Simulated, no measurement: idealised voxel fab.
Module name: voxel ribs on slabs (process module)
Pictured: cross-section cut, 180 nm wide, on a grid of 5 nm square cells.
Cross-section, as written here: a square-cell grid given band by band from the top down, where a band holds one or more rows of cells. Basically the band line says how high the top is and how high the bottom is, in nm, and then what's in it from left to right, every material with its width in nm. Empty space shows up as "air", and if a single material carries "throughout" it runs the full band edge to edge. Ref level 0: as-received wafer is one material below here. Bottom band extends down with no lower bound ("from 0 down"). So if you see something like "30 to 40" for the width, read it as the top row of the band sitting at the first number and the bottom row at the second, with every row in between moving by the same amount as the last. For the purposes of this document, the phrase "no change occurred" attached to a step denotes that no cell within the cross-section was modified by that step. In the "Closed void listing" entry, you get each enclosed empty space of 8 cells or more, one with no open way to the top, written width x height at distance, distance from the left edge, in nm. Where a step's line continues beyond its settings, the continuation is a remark by the simulator itself on that step. A step's line can hold "overlay nm"; with a mask on that step, the setting says how far right of the planned place the mask lay, while a negative setting says it lay to the left.

Process steps (planned)
1,RECEIVE: material Si
2,DIRECTIONAL_DEP: material SiO2, thk nm 25
3,DIRECTIONAL_DEP: material polySi, thk nm 15
4,DIRECTIONAL_DEP: material aC, thk nm 10
5,PATTERN: tone cover, mask id RIB, material resist, width nm 20, thk nm 30, overlay nm 0
6,DIRECTIONAL_ETCH: etch materials aC, depth nm 10
7,STRIP: etch materials resist
8,DIRECTIONAL_ETCH: etch materials polySi, depth nm 10
9,STRIP: etch materials aC
10,PATTERN: tone cover, mask id SLAB, material resist, width nm 70, thk nm 15, overlay nm 0
11,DIRECTIONAL_ETCH: etch materials polySi, depth nm 5
12,STRIP: etch materials resist
13,FILL_DEP: material SiO2, thk nm 25
14,CMP: height nm 55
15,DIRECTIONAL_DEP: material TiN, thk nm 10
16,PATTERN: tone cover, mask id HEATER, material resist, width nm 30, thk nm 15, overlay nm 0
17,DIRECTIONAL_ETCH: etch materials TiN, depth nm 10
18,STRIP: etch materials resist
19,CONFORMAL_DEP: material SiN, thk nm 5

The following pertains to the first of two wafers, which was processed as planned

Incoming wafer in cross-section (state: after step 1)
	from 0 down: Si throughout
	Closed void listing: none

Once step 2 is through, the wafer looks like this in cross-section
	from 25 to 0: SiO2 throughout
	Whatever lies below 0 is exactly as it was before.

Once step 3 is through, the wafer looks like this in cross-section
	from 40 to 25: polySi throughout
	Whatever lies below 25 is exactly as it was before.

Once step 4 is through, the wafer looks like this in cross-section
	from 50 to 40: aC throughout
	Whatever lies below 40 is exactly as it was before.

Once step 5 is through, the wafer looks like this in cross-section
	from 80 to 50: air=80, then resist=20, then air=80
	Whatever lies below 50 is exactly as it was before.

Once step 6 is through, the wafer looks like this in cross-section
	from 70 to 50: air=80, then resist=20, then air=80
	from 50 to 40: air=80, then aC=20, then air=80
	Whatever lies below 40 is exactly as it was before.

Once step 7 is through, the wafer looks like this in cross-section
	from 50 to 40: air=80, then aC=20, then air=80
	Whatever lies below 40 is exactly as it was before.

Once step 8 is through, the wafer looks like this in cross-section
	from 50 to 40: air=80, then aC=20, then air=80
	from 40 to 30: air=80, then polySi=20, then air=80
	Whatever lies below 30 is exactly as it was before.

Once step 9 is through, the wafer looks like this in cross-section
	from 40 to 30: air=80, then polySi=20, then air=80
	Whatever lies below 30 is exactly as it was before.

Once step 10 is through, the wafer looks like this in cross-section
	from 55 to 40: air=55, then resist=70, then air=55
	from 40 to 30: air=55, then resist=25, then polySi=20, then resist=25, then air=55
	Whatever lies below 30 is exactly as it was before.

Once step 11 is through, the wafer looks like this in cross-section
	from 55 to 40: air=55, then resist=70, then air=55
	from 40 to 30: air=55, then resist=25, then polySi=20, then resist=25, then air=55
	from 30 to 25: air=55, then polySi=70, then air=55
	Whatever lies below 25 is exactly as it was before.

Once step 12 is through, the wafer looks like this in cross-section
	from 40 to 30: air=80, then polySi=20, then air=80
	Whatever lies below 30 is exactly as it was before.

Once step 13 is through, the wafer looks like this in cross-section
	from 65 to 40: SiO2 throughout
	from 40 to 30: SiO2=80, then polySi=20, then SiO2=80
	from 30 to 25: SiO2=55, then polySi=70, then SiO2=55
	Whatever lies below 25 is exactly as it was before.

Once step 14 is through, the wafer looks like this in cross-section
	from 55 to 40: SiO2 throughout
	Whatever lies below 40 is exactly as it was before.

Once step 15 is through, the wafer looks like this in cross-section
	from 65 to 55: TiN throughout
	Whatever lies below 55 is exactly as it was before.

Once step 16 is through, the wafer looks like this in cross-section
	from 80 to 65: air=75, then resist=30, then air=75
	Whatever lies below 65 is exactly as it was before.

Once step 17 is through, the wafer looks like this in cross-section
	from 80 to 65: air=75, then resist=30, then air=75
	from 65 to 55: air=75, then TiN=30, then air=75
	Whatever lies below 55 is exactly as it was before.

Once step 18 is through, the wafer looks like this in cross-section
	from 65 to 55: air=75, then TiN=30, then air=75
	Whatever lies below 55 is exactly as it was before.

Once step 19 is through, the wafer looks like this in cross-section
	from 70 to 65: air=70, then SiN=40, then air=70
	from 65 to 60: air=70, then SiN=5, then TiN=30, then SiN=5, then air=70
	from 60 to 55: SiN=75, then TiN=30, then SiN=75
	Whatever lies below 55 is exactly as it was before.

The Second Wafer: Common Origin and Plan, One Mistake in Execution, Identical to the First Through Step 18

What the second wafer looks like in cross-section when step 19 should have wrapped up: no change occurred
Here's what went sideways: step 19 of the plan never got run, it was skipped over
Count the cells at the end and the second wafer has more or fewer of some materials than the first: 40 fewer of SiN
